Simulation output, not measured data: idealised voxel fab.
process module | voxel trench capacitor
cross-section cut | 250 nm wide | cells 5 nm
A cross-section is a grid of square cells, given in bands from the top down. A band is one or more rows of cells.
Each band's line starts with the height of the band's top and of its bottom, in nm. Then come its materials from left to right, each with its width in nm. One material with "throughout" fills the band from edge to edge. "air" is empty space.
Height 0 is the level under which the wafer as received is all one material. The lowest band goes on downwards, as in "0 down".
A width such as "30 to 40" changes by the same amount from each row of cells to the next, from the band's top row to its bottom row.
"no change" after a step means that no cell of the cross-section changed.
closed voids: empty space of 8 cells or more with no open way to the top, each as width x height at its distance from the left edge, in nm
after a step's settings: what the simulator itself notes on the step
overlay nm, on a step with a mask: how far to the right of its planned place the mask lay; to the left if negative
plan
1 op RECEIVE | material Si
2 op CONFORMAL_DEP | material SiN | thk nm 5
3 op DIRECTIONAL_DEP | material aC | thk nm 10
4 op PATTERN | tone open | mask id TRENCH | material resist | width nm 20 | pitch nm 40 | thk nm 25 | overlay nm 0
5 op DIRECTIONAL_ETCH | etch materials aC | depth nm 10
6 op STRIP | etch materials resist
7 op DIRECTIONAL_ETCH | etch materials SiN | depth nm 5
8 op DIRECTIONAL_ETCH | etch materials Si | depth nm 35
9 op STRIP | etch materials aC
10 op CONFORMAL_DEP | material SiO2 | thk nm 5
11 op FILL_DEP | material polySi | thk nm 5
12 op CMP | height nm 5
as received, after step 1
  0 down: Si throughout
  closed voids: none
first wafer at the end, as planned
  5 to 0: SiN 75 | SiO2 5 | polySi 10 | SiO2 5 | SiN 20 | SiO2 5 | polySi 10 | SiO2 5 | SiN 20 | SiO2 5 | polySi 10 | SiO2 5 | SiN 75
  0 to -30: Si 75 | SiO2 5 | polySi 10 | SiO2 5 | Si 20 | SiO2 5 | polySi 10 | SiO2 5 | Si 20 | SiO2 5 | polySi 10 | SiO2 5 | Si 75
  -30 to -35: Si 75 | SiO2 20 | Si 20 | SiO2 20 | Si 20 | SiO2 20 | Si 75
  -35 down: Si throughout
  closed voids: none
second wafer at the end: like start, like plan, one mistake
  5 to 0: SiN 75 | SiO2 5 | polySi 15 | SiO2 5 | SiN 15 | SiO2 5 | polySi 15 | SiO2 5 | SiN 15 | SiO2 5 | polySi 15 | SiO2 5 | SiN 70
  0 to -30: Si 75 | SiO2 5 | polySi 15 | SiO2 5 | Si 15 | SiO2 5 | polySi 15 | SiO2 5 | Si 15 | SiO2 5 | polySi 15 | SiO2 5 | Si 70
  -30 to -35: Si 75 | SiO2 25 | Si 15 | SiO2 25 | Si 15 | SiO2 25 | Si 70
  -35 down: Si throughout
  closed voids: none
what went wrong: step 4 ran as: op PATTERN | tone open | mask id TRENCH | material resist | width nm 25 | pitch nm 40 | thk nm 25 | overlay nm 0
at the end the second wafer has, in cells: 21 fewer of Si | 3 fewer of SiN | 3 more of SiO2 | 21 more of polySi
